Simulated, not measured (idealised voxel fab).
This is a process module. Its name is voxel ribs on slabs.
155 nm wide, 5 nm square cells: that's cross-section cut.
Cross-sections here: square-cell grids, written as top-down lists of bands, a band being one or more rows of cells. Each band's line starts with the height of the band's top and of its bottom, in nm. Then come its materials from left to right, each with its width in nm. One material with "everywhere" fills the band from edge to edge. "air" is empty space. A quick word on heights: they are counted from 0, and under that level the wafer as it came to us is one material throughout. The lowest band is different from the rest in having no bottom; it simply continues downward, written as in "z 0 and below". It should be noted that a width expressed as "30->40" varies in equal increments from row to row of cells within the band, taking the value of the first number at the top row and that of the second number at the bottom row. Step marked "left unchanged"? Then no cell in the cross-section changed in it. The label "Trapped voids" introduces a list of the empty spaces, 8 cells or larger, that have no open way up to the top; each entry in it reads width x height at distance, where the distance is taken from the left edge and all three are stated in nm. It should be noted that, on the line of a given step, the content following the step's settings is a remark produced by the simulator itself with respect to that step. Each step line may optionally specify "overlay nm", which for a step with a mask gives the rightward distance between the mask's planned place and where it lay, a negative value indicating the leftward direction.

**Below is the list of planned process steps**
1. RECEIVE: material Si
2. DIRECTIONAL_DEP: material SiO2, thk nm 25
3. DIRECTIONAL_DEP: material SiN, thk nm 15
4. PATTERN: tone cover, mask id RIB, material resist, width nm 15, thk nm 15, overlay nm 0
5. DIRECTIONAL_ETCH: etch materials SiN, depth nm 10
6. STRIP: etch materials resist
7. MASKED_ETCH: tone cover, mask id SLAB, width nm 65, etch materials SiN, depth nm 5, overlay nm 0
8. FILL_DEP: material SiO2, thk nm 20
9. CMP: height nm 55
10. DIRECTIONAL_DEP: material W, thk nm 10
11. MASKED_ETCH: tone cover, mask id HEATER, width nm 25, etch materials W, depth nm 10, overlay nm 0
12. CONFORMAL_DEP: material SiO2, thk nm 10

**First of two wafers: run as planned**

**This is the cross-section of the wafer as we received it, i.e. after step 1**
> z 0 and below | Si everywhere
> Trapped voids: none

**Wafer after step 2 (cross-section)**
> z 25 to 0 | SiO2 everywhere
> At heights below 0, the structure remains unaltered.

**Wafer after step 3 (cross-section)**
> z 40 to 25 | SiN everywhere
> At heights below 25, the structure remains unaltered.

**Wafer after step 4 (cross-section)**
> z 55 to 40 | air=70; resist=15; air=70
> At heights below 40, the structure remains unaltered.

**Wafer after step 5 (cross-section)**
> z 55 to 40 | air=70; resist=15; air=70
> z 40 to 30 | air=70; SiN=15; air=70
> At heights below 30, the structure remains unaltered.

**Wafer after step 6 (cross-section)**
> z 40 to 30 | air=70; SiN=15; air=70
> At heights below 30, the structure remains unaltered.

**Wafer after step 7 (cross-section)**
> z 40 to 30 | air=70; SiN=15; air=70
> z 30 to 25 | air=45; SiN=65; air=45
> At heights below 25, the structure remains unaltered.

**Wafer after step 8 (cross-section)**
> z 60 to 40 | SiO2 everywhere
> z 40 to 30 | SiO2=70; SiN=15; SiO2=70
> z 30 to 25 | SiO2=45; SiN=65; SiO2=45
> At heights below 25, the structure remains unaltered.

**Wafer after step 9 (cross-section)**
> z 55 to 40 | SiO2 everywhere
> At heights below 40, the structure remains unaltered.

**Wafer after step 10 (cross-section)**
> z 65 to 55 | W everywhere
> At heights below 55, the structure remains unaltered.

**Wafer after step 11 (cross-section)**
> z 65 to 55 | air=65; W=25; air=65
> At heights below 55, the structure remains unaltered.

**Wafer after step 12 (cross-section)**
> z 75 to 65 | air=55; SiO2=45; air=55
> z 65 to 55 | SiO2=65; W=25; SiO2=65
> At heights below 55, the structure remains unaltered.

**Regarding the second of the two wafers: it shared the first wafer's starting condition and process plan, yet one error occurred during its execution. Its history coincides with that of the first wafer up to and including step 10**

**Cross-section: second wafer, time at which step 11 was scheduled to end**
> z 65 to 55 | W=65; air=25; W=65
> At heights below 55, the structure remains unaltered.

**Cross-section: second wafer, time at which step 12 was scheduled to end**
> z 75 to 65 | SiO2=75; air=5; SiO2=75
> z 65 to 55 | W=65; SiO2=25; W=65
> At heights below 55, the structure remains unaltered.
So what did we get wrong on this run? note that step 11 departed from the planned setting and was carried out as MASKED_ETCH: tone open, mask id HEATER, width nm 25, etch materials W, depth nm 10, overlay nm 0
Final cells, second wafer relative to first, materials higher or lower: W +42
